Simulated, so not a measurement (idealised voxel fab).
This is a process module. Its name is voxel transistor to metal.
Cross-section cut: width 215 nm, square cells of 5 nm.
If you're reading a cross-section in this doc, picture square cells in a grid; it comes to you as bands, top ones listed first down to the bottom, and a band can be one or more rows of cells.
It is stipulated that each band's entry specify, in nanometres, the height of the top of the band and then that of its bottom, followed by the materials of the band in left-to-right sequence, each together with its width in nanometres. A single material marked by the word "full width" is understood to fill the band from edge to edge; the word "blank" is understood to denote empty space.
A quick word on heights: they are counted from 0, and under that level the wafer as it came to us is one material throughout. The lowest band is different from the rest in having no bottom; it simply continues downward, written as in "z 0 and below".
With a width like "30 to 40", each row of cells in the band differs from the next by the same amount, the top row carrying the first number and the bottom row the second.
When a step is marked "all unchanged", none of the cells in the cross-section changed during that step.
The list in "Fully enclosed voids" covers empty spaces of 8 cells or more that cannot reach the top through any open way, and it gives each as width x height at distance; the distance is from the left edge, and width, height and distance are in nm.
If you see something after the settings on a step's line, that's the simulator's own remark about that step.
You can add "overlay nm" to a step's line. For a step with a mask, it describes how far the mask lay to the right of its planned position, and a negative number describes a lay to the left.
## Steps in the process plan
- 1: op RECEIVE | material Si
- 2: op CONFORMAL_DEP | material SiO2 | thk nm 5
- 3: op CONFORMAL_DEP | material SiN | thk nm 10
- 4: op DIRECTIONAL_DEP | material aC | thk nm 15
- 5: op PATTERN | tone cover | mask id ACTIVE | material resist | width nm 115 | thk nm 30 | overlay nm 0
- 6: op DIRECTIONAL_ETCH | etch materials aC | depth nm 15
- 7: op STRIP | etch materials resist
- 8: op DIRECTIONAL_ETCH | etch materials SiN | depth nm 10
- 9: op DIRECTIONAL_ETCH | etch materials SiO2 | depth nm 5
- 10: op DIRECTIONAL_ETCH | etch materials Si | depth nm 25
- 11: op STRIP | etch materials aC
- 12: op OXIDIZE | depth nm 5
- 13: op FILL_DEP | material SiO2 | thk nm 15
- 14: op CMP | height nm 15
- 15: op SELECTIVE_ETCH | etch materials SiO2 | depth nm 10
- 16: op STRIP | etch materials SiN
- 17: op SELECTIVE_ETCH | etch materials SiO2 | depth nm 5
- 18: op OXIDIZE | depth nm 5
- 19: op DIRECTIONAL_DEP | material polySi | thk nm 25
- 20: op DIRECTIONAL_DEP | material SiCN | thk nm 15
- 21: op DIRECTIONAL_DEP | material aC | thk nm 15
- 22: op PATTERN | tone cover | mask id GATE | material resist | width nm 25 | thk nm 35 | overlay nm 0
- 23: op DIRECTIONAL_ETCH | etch materials aC | depth nm 15
- 24: op STRIP | etch materials resist
- 25: op DIRECTIONAL_ETCH | etch materials SiCN | depth nm 25
- 26: op DIRECTIONAL_ETCH | etch materials polySi | depth nm 35
- 27: op STRIP | etch materials aC
- 28: op CONFORMAL_DEP | material SiN | thk nm 10
- 29: op DIRECTIONAL_ETCH | etch materials SiN | depth nm 10
- 30: op DIRECTIONAL_ETCH | etch materials SiO2 | depth nm 5
- 31: op DIRECTIONAL_ETCH | etch materials Si | depth nm 5
- 32: op EPI | material pSi | thk nm 5
- 33: op FILL_DEP | material SiO2 | thk nm 10
- 34: op CMP | height nm 25
- 35: op STRIP | etch materials polySi
- 36: op SELECTIVE_ETCH | etch materials SiO2 | depth nm 5
- 37: op CONFORMAL_DEP | material HfO2 | thk nm 5
- 38: op CONFORMAL_DEP | material TiN | thk nm 5
- 39: op FILL_DEP | material W | thk nm 10
- 40: op CMP | height nm 20
- 41: op DIRECTIONAL_DEP | material SiO2 | thk nm 15
- 42: op DIRECTIONAL_DEP | material aC | thk nm 15
- 43: op PATTERN | tone open | mask id CONTACT | material resist | width nm 20 | pitch nm 75 | thk nm 35 | overlay nm 0
- 44: op DIRECTIONAL_ETCH | etch materials aC | depth nm 15
- 45: op STRIP | etch materials resist
- 46: op DIRECTIONAL_ETCH | etch materials SiO2 | depth nm 40
- 47: op STRIP | etch materials aC
- 48: op CONFORMAL_DEP | material TiN | thk nm 5
- 49: op FILL_DEP | material W | thk nm 10
- 50: op CMP | height nm 35
- 51: op DIRECTIONAL_DEP | material TiN | thk nm 5
- 52: op DIRECTIONAL_DEP | material W | thk nm 25
- 53: op DIRECTIONAL_DEP | material aC | thk nm 10
- 54: op PATTERN | tone cover | mask id METAL_1 | material resist | width nm 20 | pitch nm 75 | thk nm 25 | overlay nm 0
- 55: op DIRECTIONAL_ETCH | etch materials aC | depth nm 10
- 56: op STRIP | etch materials resist
- 57: op DIRECTIONAL_ETCH | etch materials W | depth nm 25
- 58: op DIRECTIONAL_ETCH | etch materials TiN | depth nm 5
- 59: op STRIP | etch materials aC
- 60: op FILL_DEP | material SiO2 | thk nm 10
- 61: op CMP | height nm 65
- 62: op CONFORMAL_DEP | material SiCN | thk nm 5
- 63: op DIRECTIONAL_DEP | material SiO2 | thk nm 35
- 64: op MASKED_ETCH | tone open | mask id METAL_2 | width nm 20 | pitch nm 75 | etch materials SiO2 | depth nm 20 | overlay nm 0
- 65: op PATTERN | tone open | mask id METAL_2_HOLES | material resist | width nm 15 | pitch nm 75 | thk nm 20 | overlay nm 0
- 66: op DIRECTIONAL_ETCH | etch materials SiO2 | depth nm 15
- 67: op DIRECTIONAL_ETCH | etch materials SiCN | depth nm 5
- 68: op STRIP | etch materials resist
- 69: op CONFORMAL_DEP | material TiN | thk nm 5
- 70: op FILL_DEP | material Ru | thk nm 5
- 71: op CMP | height nm 105
- 72: op CONFORMAL_DEP | material SiN | thk nm 5
## First of two wafers: run as planned
## Cross-section, incoming material, after step 1
z 0 and below | Si full width
Fully enclosed voids: none
## after step 2
z 5 to 0 | SiO2 full width
Anything lower than 0 is untouched.
## after step 3
z 15 to 5 | SiN full width
Anything lower than 5 is untouched.
## after step 4
z 30 to 15 | aC full width
Anything lower than 15 is untouched.
## after step 5
z 60 to 30 | blank (50)  resist (115)  blank (50)
Anything lower than 30 is untouched.
## after step 6
z 45 to 30 | blank (50)  resist (115)  blank (50)
z 30 to 15 | blank (50)  aC (115)  blank (50)
Anything lower than 15 is untouched.
## after step 7
z 30 to 15 | blank (50)  aC (115)  blank (50)
Anything lower than 15 is untouched.
## after step 8
z 30 to 15 | blank (50)  aC (115)  blank (50)
z 15 to 5 | blank (50)  SiN (115)  blank (50)
Anything lower than 5 is untouched.
## after step 9
z 30 to 15 | blank (50)  aC (115)  blank (50)
z 15 to 5 | blank (50)  SiN (115)  blank (50)
z 5 to 0 | blank (50)  SiO2 (115)  blank (50)
Anything lower than 0 is untouched.
## after step 10
z 30 to 15 | blank (50)  aC (115)  blank (50)
z 15 to 5 | blank (50)  SiN (115)  blank (50)
z 5 to 0 | blank (50)  SiO2 (115)  blank (50)
z 0 to -25 | blank (50)  Si (115)  blank (50)
Anything lower than -25 is untouched.
## after step 11
z 15 to 5 | blank (50)  SiN (115)  blank (50)
Anything lower than 5 is untouched.
## after step 12
z 15 to 5 | blank (50)  SiN (115)  blank (50)
z 5 to 0 | blank (50)  SiO2 (115)  blank (50)
z 0 to -25 | blank (50)  SiO2 (5)  Si (105)  SiO2 (5)  blank (50)
z -25 to -30 | SiO2 (55)  Si (105)  SiO2 (55)
Anything lower than -30 is untouched.
## after step 13
z 30 to 15 | SiO2 full width
z 15 to 5 | SiO2 (50)  SiN (115)  SiO2 (50)
z 5 to 0 | SiO2 full width
z 0 to -30 | SiO2 (55)  Si (105)  SiO2 (55)
Anything lower than -30 is untouched.
## after step 14
z 15 to 5 | SiO2 (50)  SiN (115)  SiO2 (50)
Anything lower than 5 is untouched.
## after step 15
z 15 to 5 | blank (50)  SiN (115)  blank (50)
Anything lower than 5 is untouched.
## after step 16
z 5 to 0 | SiO2 full width
Anything lower than 0 is untouched.
## after step 17
z 0 to -30 | SiO2 (55)  Si (105)  SiO2 (55)
Anything lower than -30 is untouched.
## after step 18
z 0 to -5 | SiO2 full width
Anything lower than -5 is untouched.
## after step 19
z 25 to 0 | polySi full width
Anything lower than 0 is untouched.
## after step 20
z 40 to 25 | SiCN full width
Anything lower than 25 is untouched.
## after step 21
z 55 to 40 | aC full width
Anything lower than 40 is untouched.
## after step 22
z 90 to 55 | blank (95)  resist (25)  blank (95)
Anything lower than 55 is untouched.
## after step 23
z 75 to 55 | blank (95)  resist (25)  blank (95)
z 55 to 40 | blank (95)  aC (25)  blank (95)
Anything lower than 40 is untouched.
## after step 24
z 55 to 40 | blank (95)  aC (25)  blank (95)
Anything lower than 40 is untouched.
## after step 25
z 55 to 40 | blank (95)  aC (25)  blank (95)
z 40 to 25 | blank (95)  SiCN (25)  blank (95)
Anything lower than 25 is untouched.
## after step 26
z 55 to 40 | blank (95)  aC (25)  blank (95)
z 40 to 25 | blank (95)  SiCN (25)  blank (95)
z 25 to 0 | blank (95)  polySi (25)  blank (95)
Anything lower than 0 is untouched.
## after step 27
z 40 to 25 | blank (95)  SiCN (25)  blank (95)
Anything lower than 25 is untouched.
## after step 28
z 50 to 40 | blank (85)  SiN (45)  blank (85)
z 40 to 25 | blank (85)  SiN (10)  SiCN (25)  SiN (10)  blank (85)
z 25 to 10 | blank (85)  SiN (10)  polySi (25)  SiN (10)  blank (85)
z 10 to 0 | SiN (95)  polySi (25)  SiN (95)
Anything lower than 0 is untouched.
## after step 29
z 40 to 25 | blank (85)  SiN (10)  SiCN (25)  SiN (10)  blank (85)
z 25 to 0 | blank (85)  SiN (10)  polySi (25)  SiN (10)  blank (85)
Anything lower than 0 is untouched.
## after step 30
z 40 to 25 | blank (85)  SiN (10)  SiCN (25)  SiN (10)  blank (85)
z 25 to 0 | blank (85)  SiN (10)  polySi (25)  SiN (10)  blank (85)
z 0 to -5 | blank (85)  SiO2 (45)  blank (85)
Anything lower than -5 is untouched.
## after step 31
z 40 to 25 | blank (85)  SiN (10)  SiCN (25)  SiN (10)  blank (85)
z 25 to 0 | blank (85)  SiN (10)  polySi (25)  SiN (10)  blank (85)
z 0 to -5 | blank (85)  SiO2 (45)  blank (85)
z -5 to -10 | SiO2 (55)  blank (30)  Si (45)  blank (30)  SiO2 (55)
Anything lower than -10 is untouched.
## after step 32
z 40 to 25 | blank (85)  SiN (10)  SiCN (25)  SiN (10)  blank (85)
z 25 to 0 | blank (85)  SiN (10)  polySi (25)  SiN (10)  blank (85)
z 0 to -5 | blank (80)  pSi (5)  SiO2 (45)  pSi (5)  blank (80)
z -5 to -10 | SiO2 (55)  pSi (30)  Si (45)  pSi (30)  SiO2 (55)
Anything lower than -10 is untouched.
## after step 33
z 50 to 40 | SiO2 full width
z 40 to 25 | SiO2 (85)  SiN (10)  SiCN (25)  SiN (10)  SiO2 (85)
z 25 to 0 | SiO2 (85)  SiN (10)  polySi (25)  SiN (10)  SiO2 (85)
z 0 to -5 | SiO2 (80)  pSi (5)  SiO2 (45)  pSi (5)  SiO2 (80)
Anything lower than -5 is untouched.
## after step 34
z 25 to 0 | SiO2 (85)  SiN (10)  polySi (25)  SiN (10)  SiO2 (85)
Anything lower than 0 is untouched.
## after step 35
z 25 to 0 | SiO2 (85)  SiN (10)  blank (25)  SiN (10)  SiO2 (85)
Anything lower than 0 is untouched.
## after step 36
z 25 to 20 | blank (85)  SiN (10)  blank (25)  SiN (10)  blank (85)
z 20 to 0 | SiO2 (85)  SiN (10)  blank (25)  SiN (10)  SiO2 (85)
z 0 to -5 | SiO2 (80)  pSi (5)  SiO2 (5)  blank (35)  SiO2 (5)  pSi (5)  SiO2 (80)
Anything lower than -5 is untouched.
## after step 37
z 30 to 25 | blank (80)  HfO2 (20)  blank (15)  HfO2 (20)  blank (80)
z 25 to 20 | HfO2 (85)  SiN (10)  HfO2 (5)  blank (15)  HfO2 (5)  SiN (10)  HfO2 (85)
z 20 to 0 | SiO2 (85)  SiN (10)  HfO2 (5)  blank (15)  HfO2 (5)  SiN (10)  SiO2 (85)
z 0 to -5 | SiO2 (80)  pSi (5)  SiO2 (5)  HfO2 (35)  SiO2 (5)  pSi (5)  SiO2 (80)
Anything lower than -5 is untouched.
## after step 38
z 35 to 30 | blank (75)  TiN (30)  blank (5)  TiN (30)  blank (75)
z 30 to 25 | TiN (80)  HfO2 (20)  TiN (5)  blank (5)  TiN (5)  HfO2 (20)  TiN (80)
z 25 to 20 | HfO2 (85)  SiN (10)  HfO2 (5)  TiN (5)  blank (5)  TiN (5)  HfO2 (5)  SiN (10)  HfO2 (85)
z 20 to 5 | SiO2 (85)  SiN (10)  HfO2 (5)  TiN (5)  blank (5)  TiN (5)  HfO2 (5)  SiN (10)  SiO2 (85)
z 5 to 0 | SiO2 (85)  SiN (10)  HfO2 (5)  TiN (15)  HfO2 (5)  SiN (10)  SiO2 (85)
Anything lower than 0 is untouched.
## after step 39
z 45 to 35 | W full width
z 35 to 30 | W (75)  TiN (30)  W (5)  TiN (30)  W (75)
z 30 to 25 | TiN (80)  HfO2 (20)  TiN (5)  W (5)  TiN (5)  HfO2 (20)  TiN (80)
z 25 to 20 | HfO2 (85)  SiN (10)  HfO2 (5)  TiN (5)  W (5)  TiN (5)  HfO2 (5)  SiN (10)  HfO2 (85)
z 20 to 5 | SiO2 (85)  SiN (10)  HfO2 (5)  TiN (5)  W (5)  TiN (5)  HfO2 (5)  SiN (10)  SiO2 (85)
Anything lower than 5 is untouched.
## after step 40
z 20 to 5 | SiO2 (85)  SiN (10)  HfO2 (5)  TiN (5)  W (5)  TiN (5)  HfO2 (5)  SiN (10)  SiO2 (85)
Anything lower than 5 is untouched.
## after step 41
z 35 to 20 | SiO2 full width
Anything lower than 20 is untouched.
## after step 42
z 50 to 35 | aC full width
Anything lower than 35 is untouched.
## after step 43
z 85 to 50 | resist (60)  blank (20)  resist (55)  blank (20)  resist (60)
Anything lower than 50 is untouched.
## after step 44
z 70 to 50 | resist (60)  blank (20)  resist (55)  blank (20)  resist (60)
z 50 to 35 | aC (60)  blank (20)  aC (55)  blank (20)  aC (60)
Anything lower than 35 is untouched.
## after step 45
z 50 to 35 | aC (60)  blank (20)  aC (55)  blank (20)  aC (60)
Anything lower than 35 is untouched.
## after step 46
z 50 to 35 | aC (60)  blank (20)  aC (55)  blank (20)  aC (60)
z 35 to 20 | SiO2 (60)  blank (20)  SiO2 (55)  blank (20)  SiO2 (60)
z 20 to 5 | SiO2 (60)  blank (20)  SiO2 (5)  SiN (10)  HfO2 (5)  TiN (5)  W (5)  TiN (5)  HfO2 (5)  SiN (10)  SiO2 (5)  blank (20)  SiO2 (60)
z 5 to 0 | SiO2 (60)  blank (20)  SiO2 (5)  SiN (10)  HfO2 (5)  TiN (15)  HfO2 (5)  SiN (10)  SiO2 (5)  blank (20)  SiO2 (60)
z 0 to -5 | SiO2 (60)  blank (20)  pSi (5)  SiO2 (5)  HfO2 (35)  SiO2 (5)  pSi (5)  blank (20)  SiO2 (60)
Anything lower than -5 is untouched.
## after step 47
z 35 to 20 | SiO2 (60)  blank (20)  SiO2 (55)  blank (20)  SiO2 (60)
Anything lower than 20 is untouched.
## after step 48
z 40 to 35 | TiN (65)  blank (10)  TiN (65)  blank (10)  TiN (65)
z 35 to 20 | SiO2 (60)  TiN (5)  blank (10)  TiN (5)  SiO2 (55)  TiN (5)  blank (10)  TiN (5)  SiO2 (60)
z 20 to 5 | SiO2 (60)  TiN (5)  blank (10)  TiN (5)  SiO2 (5)  SiN (10)  HfO2 (5)  TiN (5)  W (5)  TiN (5)  HfO2 (5)  SiN (10)  SiO2 (5)  TiN (5)  blank (10)  TiN (5)  SiO2 (60)
z 5 to 0 | SiO2 (60)  TiN (5)  blank (10)  TiN (5)  SiO2 (5)  SiN (10)  HfO2 (5)  TiN (15)  HfO2 (5)  SiN (10)  SiO2 (5)  TiN (5)  blank (10)  TiN (5)  SiO2 (60)
z 0 to -5 | SiO2 (60)  TiN (20)  pSi (5)  SiO2 (5)  HfO2 (35)  SiO2 (5)  pSi (5)  TiN (20)  SiO2 (60)
Anything lower than -5 is untouched.
## after step 49
z 50 to 40 | W full width
z 40 to 35 | TiN (65)  W (10)  TiN (65)  W (10)  TiN (65)
z 35 to 20 | SiO2 (60)  TiN (5)  W (10)  TiN (5)  SiO2 (55)  TiN (5)  W (10)  TiN (5)  SiO2 (60)
z 20 to 5 | SiO2 (60)  TiN (5)  W (10)  TiN (5)  SiO2 (5)  SiN (10)  HfO2 (5)  TiN (5)  W (5)  TiN (5)  HfO2 (5)  SiN (10)  SiO2 (5)  TiN (5)  W (10)  TiN (5)  SiO2 (60)
z 5 to 0 | SiO2 (60)  TiN (5)  W (10)  TiN (5)  SiO2 (5)  SiN (10)  HfO2 (5)  TiN (15)  HfO2 (5)  SiN (10)  SiO2 (5)  TiN (5)  W (10)  TiN (5)  SiO2 (60)
Anything lower than 0 is untouched.
## after step 50
z 35 to 20 | SiO2 (60)  TiN (5)  W (10)  TiN (5)  SiO2 (55)  TiN (5)  W (10)  TiN (5)  SiO2 (60)
Anything lower than 20 is untouched.
## after step 51
z 40 to 35 | TiN full width
Anything lower than 35 is untouched.
## after step 52
z 65 to 40 | W full width
Anything lower than 40 is untouched.
## after step 53
z 75 to 65 | aC full width
Anything lower than 65 is untouched.
## after step 54
z 100 to 75 | blank (60)  resist (20)  blank (55)  resist (20)  blank (60)
Anything lower than 75 is untouched.
## after step 55
z 90 to 75 | blank (60)  resist (20)  blank (55)  resist (20)  blank (60)
z 75 to 65 | blank (60)  aC (20)  blank (55)  aC (20)  blank (60)
Anything lower than 65 is untouched.
## after step 56
z 75 to 65 | blank (60)  aC (20)  blank (55)  aC (20)  blank (60)
Anything lower than 65 is untouched.
## after step 57
z 75 to 65 | blank (60)  aC (20)  blank (55)  aC (20)  blank (60)
z 65 to 40 | blank (60)  W (20)  blank (55)  W (20)  blank (60)
Anything lower than 40 is untouched.
## after step 58
z 75 to 65 | blank (60)  aC (20)  blank (55)  aC (20)  blank (60)
z 65 to 40 | blank (60)  W (20)  blank (55)  W (20)  blank (60)
z 40 to 35 | blank (60)  TiN (20)  blank (55)  TiN (20)  blank (60)
Anything lower than 35 is untouched.
## after step 59
z 65 to 40 | blank (60)  W (20)  blank (55)  W (20)  blank (60)
Anything lower than 40 is untouched.
## after step 60
z 75 to 65 | SiO2 full width
z 65 to 40 | SiO2 (60)  W (20)  SiO2 (55)  W (20)  SiO2 (60)
z 40 to 35 | SiO2 (60)  TiN (20)  SiO2 (55)  TiN (20)  SiO2 (60)
Anything lower than 35 is untouched.
## after step 61
z 65 to 40 | SiO2 (60)  W (20)  SiO2 (55)  W (20)  SiO2 (60)
Anything lower than 40 is untouched.
## after step 62
z 70 to 65 | SiCN full width
Anything lower than 65 is untouched.
## after step 63
z 105 to 70 | SiO2 full width
Anything lower than 70 is untouched.
## after step 64
z 105 to 85 | SiO2 (60)  blank (20)  SiO2 (55)  blank (20)  SiO2 (60)
Anything lower than 85 is untouched.
## after step 65
z 125 to 105 | resist (60)  blank (15)  resist (60)  blank (15)  resist (65)
z 105 to 85 | SiO2 (60)  blank (15)  resist (5)  SiO2 (55)  blank (15)  resist (5)  SiO2 (60)
Anything lower than 85 is untouched.
## after step 66
z 125 to 105 | resist (60)  blank (15)  resist (60)  blank (15)  resist (65)
z 105 to 85 | SiO2 (60)  blank (15)  resist (5)  SiO2 (55)  blank (15)  resist (5)  SiO2 (60)
z 85 to 70 | SiO2 (60)  blank (15)  SiO2 (60)  blank (15)  SiO2 (65)
Anything lower than 70 is untouched.
## after step 67
z 125 to 105 | resist (60)  blank (15)  resist (60)  blank (15)  resist (65)
z 105 to 85 | SiO2 (60)  blank (15)  resist (5)  SiO2 (55)  blank (15)  resist (5)  SiO2 (60)
z 85 to 70 | SiO2 (60)  blank (15)  SiO2 (60)  blank (15)  SiO2 (65)
z 70 to 65 | SiCN (60)  blank (15)  SiCN (60)  blank (15)  SiCN (65)
Anything lower than 65 is untouched.
## after step 68
z 105 to 85 | SiO2 (60)  blank (20)  SiO2 (55)  blank (20)  SiO2 (60)
Anything lower than 85 is untouched.
## after step 69
z 110 to 105 | TiN (65)  blank (10)  TiN (65)  blank (10)  TiN (65)
z 105 to 90 | SiO2 (60)  TiN (5)  blank (10)  TiN (5)  SiO2 (55)  TiN (5)  blank (10)  TiN (5)  SiO2 (60)
z 90 to 85 | SiO2 (60)  TiN (5)  blank (5)  TiN (10)  SiO2 (55)  TiN (5)  blank (5)  TiN (10)  SiO2 (60)
z 85 to 70 | SiO2 (60)  TiN (5)  blank (5)  TiN (5)  SiO2 (60)  TiN (5)  blank (5)  TiN (5)  SiO2 (65)
z 70 to 65 | SiCN (60)  TiN (15)  SiCN (60)  TiN (15)  SiCN (65)
Anything lower than 65 is untouched.
## after step 70
z 115 to 110 | Ru full width
z 110 to 105 | TiN (65)  Ru (10)  TiN (65)  Ru (10)  TiN (65)
z 105 to 90 | SiO2 (60)  TiN (5)  Ru (10)  TiN (5)  SiO2 (55)  TiN (5)  Ru (10)  TiN (5)  SiO2 (60)
z 90 to 85 | SiO2 (60)  TiN (5)  Ru (5)  TiN (10)  SiO2 (55)  TiN (5)  Ru (5)  TiN (10)  SiO2 (60)
z 85 to 70 | SiO2 (60)  TiN (5)  Ru (5)  TiN (5)  SiO2 (60)  TiN (5)  Ru (5)  TiN (5)  SiO2 (65)
Anything lower than 70 is untouched.
## after step 71
z 105 to 90 | SiO2 (60)  TiN (5)  Ru (10)  TiN (5)  SiO2 (55)  TiN (5)  Ru (10)  TiN (5)  SiO2 (60)
Anything lower than 90 is untouched.
## after step 72
z 110 to 105 | SiN full width
Anything lower than 105 is untouched.
## Notes, second wafer: start = first wafer's, plan = first wafer's, execution had one mistake; history identical to first through step 63
## Second wafer, sectioned view, at step 64's planned end time
z 105 to 85 | blank (60)  SiO2 (20)  blank (55)  SiO2 (20)  blank (60)
Anything lower than 85 is untouched.
## Second wafer, sectioned view, at step 65's planned end time
z 125 to 105 | resist (60)  blank (15)  resist (60)  blank (15)  resist (65)
z 105 to 85 | resist (60)  SiO2 (20)  resist (55)  SiO2 (20)  resist (60)
Anything lower than 85 is untouched.
## Second wafer, sectioned view, at step 66's planned end time
z 125 to 105 | resist (60)  blank (15)  resist (60)  blank (15)  resist (65)
z 105 to 90 | resist (60)  blank (15)  SiO2 (5)  resist (55)  blank (15)  SiO2 (5)  resist (60)
Anything lower than 90 is untouched.
Second wafer, sectioned view, at step 67's planned end time: all unchanged
## Second wafer, sectioned view, at step 68's planned end time
z 105 to 90 | blank (75)  SiO2 (5)  blank (70)  SiO2 (5)  blank (60)
z 90 to 85 | blank (60)  SiO2 (20)  blank (55)  SiO2 (20)  blank (60)
Anything lower than 85 is untouched.
## Second wafer, sectioned view, at step 69's planned end time
z 110 to 105 | blank (70)  TiN (15)  blank (60)  TiN (15)  blank (55)
z 105 to 95 | blank (70)  TiN (5)  SiO2 (5)  TiN (5)  blank (60)  TiN (5)  SiO2 (5)  TiN (5)  blank (55)
z 95 to 90 | blank (55)  TiN (20)  SiO2 (5)  TiN (5)  blank (45)  TiN (20)  SiO2 (5)  TiN (5)  blank (55)
z 90 to 85 | TiN (60)  SiO2 (20)  TiN (55)  SiO2 (20)  TiN (60)
Anything lower than 85 is untouched.
## Second wafer, sectioned view, at step 70's planned end time
z 115 to 110 | Ru full width
z 110 to 105 | Ru (70)  TiN (15)  Ru (60)  TiN (15)  Ru (55)
z 105 to 95 | Ru (70)  TiN (5)  SiO2 (5)  TiN (5)  Ru (60)  TiN (5)  SiO2 (5)  TiN (5)  Ru (55)
z 95 to 90 | Ru (55)  TiN (20)  SiO2 (5)  TiN (5)  Ru (45)  TiN (20)  SiO2 (5)  TiN (5)  Ru (55)
Anything lower than 90 is untouched.
## Second wafer, sectioned view, at step 71's planned end time
z 105 to 95 | Ru (70)  TiN (5)  SiO2 (5)  TiN (5)  Ru (60)  TiN (5)  SiO2 (5)  TiN (5)  Ru (55)
Anything lower than 95 is untouched.
## Second wafer, sectioned view, at step 72's planned end time
z 110 to 105 | SiN full width
Anything lower than 105 is untouched.
Against the plan, the run slipped here: step 64 did not happen as planned, as run it was op MASKED_ETCH | tone cover | mask id METAL_2 | width nm 20 | pitch nm 75 | etch materials SiO2 | depth nm 20 | overlay nm 0
Wafer comparison, final, in cells, second relative to first, materials more or fewer: Ru: 85 more | SiCN: 6 more | SiO2: 108 fewer | TiN: 17 more
